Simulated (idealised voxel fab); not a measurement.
You're looking at the process module voxel gate over fins.
For reference, the cross-section in this document is cut, with width 270 nm and square cells of 5 nm.
Format of a cross-section: grid, square cells. Given as bands. Order: top down. Band: one or more rows of cells. Look at the band entry: it leads with the top's height and the bottom's height in nm. Then it lists the materials left to right, with a width in nm for each. The word "everywhere" on a single material says that material fills the band edge to edge. The word "air" is empty space. Zero point of the height axis is 0; under it, received wafer = one material. Lowest band: continues down indefinitely, "top 0, no bottom". It should be noted that a width expressed as "30 to 40" varies in equal increments from row to row of cells within the band, taking the value of the first number at the top row and that of the second number at the bottom row. Where a step carries "remained the same", the cross-section came out of it unchanged, cell for cell. Unvented internal voids: empty space of 8 cells or more with no open way to the top, each as width x height at its distance from the left edge, in nm. after a step's settings: what the simulator itself notes on the step. "overlay nm", when on a step's line for a step with a mask, measures how far to the right of its planned place the mask lay; a negative measure means to the left.

## The planned process steps are enumerated hereunder
1: op RECEIVE | material Si
2: op CONFORMAL_DEP | material SiN | thk nm 5
3: op MASKED_ETCH | tone cover | mask id FINS | width nm 15 | pitch nm 55 | etch materials SiN | depth nm 5 | overlay nm 0
4: op MASKED_ETCH | tone cover | mask id FINS | width nm 15 | pitch nm 55 | etch materials Si | depth nm 35 | overlay nm 0
5: op OXIDIZE | depth nm 5
6: op FILL_DEP | material SiO2 | thk nm 15
7: op CMP | height nm 5
8: op PATTERN | tone open | mask id RAIL | material resist | width nm 15 | thk nm 20 | overlay nm 0
9: op DIRECTIONAL_ETCH | etch materials SiO2 | depth nm 35
10: op STRIP | etch materials resist
11: op CONFORMAL_DEP | material TiN | thk nm 5
12: op FILL_DEP | material Ru | thk nm 5
13: op CMP | height nm 5
14: op SELECTIVE_ETCH | etch materials W Ru TiN | depth nm 20
15: op FILL_DEP | material SiO2 | thk nm 5
16: op CMP | height nm 5
17: op SELECTIVE_ETCH | etch materials SiO2 | depth nm 15
18: op STRIP | etch materials SiN
19: op CONFORMAL_DEP | material HfO2 | thk nm 5
20: op CONFORMAL_DEP | material TiN | thk nm 5
21: op FILL_DEP | material W | thk nm 15
22: op CMP | height nm 20
23: op CONFORMAL_DEP | material SiCN | thk nm 5

## Here's what the wafer looked like in cross-section when it arrived - that's after step 1
top 0, no bottom: Si everywhere
Unvented internal voids: none

## Sectioned view, first of two wafers, at the close of the module, processed as intended in the plan
top 25, bottom 20: SiCN everywhere
top 20, bottom 10: W everywhere
top 10, bottom 5: 40 nm W  25 nm TiN  30 nm W  25 nm TiN  30 nm W  25 nm TiN  30 nm W  25 nm TiN  40 nm W
top 5, bottom 0: 40 nm W  5 nm TiN  15 nm HfO2  5 nm TiN  30 nm W  5 nm TiN  15 nm HfO2  5 nm TiN  30 nm W  5 nm TiN  15 nm HfO2  5 nm TiN  30 nm W  5 nm TiN  15 nm HfO2  5 nm TiN  40 nm W
top 0, bottom -5: 45 nm TiN  5 nm HfO2  5 nm Si  5 nm HfO2  40 nm TiN  5 nm HfO2  5 nm Si  5 nm HfO2  40 nm TiN  5 nm HfO2  5 nm Si  5 nm HfO2  40 nm TiN  5 nm HfO2  5 nm Si  5 nm HfO2  45 nm TiN
top -5, bottom -10: 50 nm HfO2  5 nm Si  50 nm HfO2  5 nm Si  50 nm HfO2  5 nm Si  50 nm HfO2  5 nm Si  50 nm HfO2
top -10, bottom -15: 50 nm SiO2  5 nm Si  50 nm SiO2  5 nm Si  50 nm SiO2  5 nm Si  50 nm SiO2  5 nm Si  50 nm SiO2
top -15, bottom -25: 50 nm SiO2  5 nm Si  15 nm SiO2  5 nm TiN  5 nm Ru  5 nm TiN  20 nm SiO2  5 nm Si  50 nm SiO2  5 nm Si  50 nm SiO2  5 nm Si  50 nm SiO2
top -25, bottom -30: 50 nm SiO2  5 nm Si  15 nm SiO2  15 nm TiN  20 nm SiO2  5 nm Si  50 nm SiO2  5 nm Si  50 nm SiO2  5 nm Si  50 nm SiO2
top -30, bottom -40: 50 nm SiO2  5 nm Si  50 nm SiO2  5 nm Si  50 nm SiO2  5 nm Si  50 nm SiO2  5 nm Si  50 nm SiO2
top -40, no bottom: Si everywhere
Unvented internal voids: none

## Cross-section, second wafer: same start as the first, same plan as the first, one mistake in running it; taken at the end of the module
top 25, bottom 20: SiCN everywhere
top 20, bottom 10: W everywhere
top 10, bottom 5: 40 nm W  25 nm TiN  30 nm W  25 nm TiN  30 nm W  25 nm TiN  30 nm W  25 nm TiN  40 nm W
top 5, bottom 0: 40 nm W  5 nm TiN  15 nm HfO2  5 nm TiN  30 nm W  5 nm TiN  15 nm HfO2  5 nm TiN  30 nm W  5 nm TiN  15 nm HfO2  5 nm TiN  30 nm W  5 nm TiN  15 nm HfO2  5 nm TiN  40 nm W
top 0, bottom -5: 45 nm TiN  5 nm HfO2  5 nm Si  5 nm HfO2  40 nm TiN  5 nm HfO2  5 nm Si  5 nm HfO2  40 nm TiN  5 nm HfO2  5 nm Si  5 nm HfO2  40 nm TiN  5 nm HfO2  5 nm Si  5 nm HfO2  45 nm TiN
top -5, bottom -10: 50 nm HfO2  5 nm Si  50 nm HfO2  5 nm Si  50 nm HfO2  5 nm Si  50 nm HfO2  5 nm Si  50 nm HfO2
top -10, bottom -15: 50 nm SiO2  5 nm Si  50 nm SiO2  5 nm Si  50 nm SiO2  5 nm Si  50 nm SiO2  5 nm Si  50 nm SiO2
top -15, bottom -25: 50 nm SiO2  5 nm Si  25 nm SiO2  5 nm TiN  5 nm Ru  5 nm TiN  10 nm SiO2  5 nm Si  50 nm SiO2  5 nm Si  50 nm SiO2  5 nm Si  50 nm SiO2
top -25, bottom -30: 50 nm SiO2  5 nm Si  25 nm SiO2  15 nm TiN  10 nm SiO2  5 nm Si  50 nm SiO2  5 nm Si  50 nm SiO2  5 nm Si  50 nm SiO2
top -30, bottom -40: 50 nm SiO2  5 nm Si  50 nm SiO2  5 nm Si  50 nm SiO2  5 nm Si  50 nm SiO2  5 nm Si  50 nm SiO2
top -40, no bottom: Si everywhere
Unvented internal voids: none
Where did the run depart from the plan? step 8 ran with different settings than intended, the actual operation and settings being op PATTERN | tone open | mask id RAIL | material resist | width nm 15 | thk nm 20 | overlay nm 10
So at the finish, the second wafer's got exactly as many cells of each material as the first, just not in the same spots.
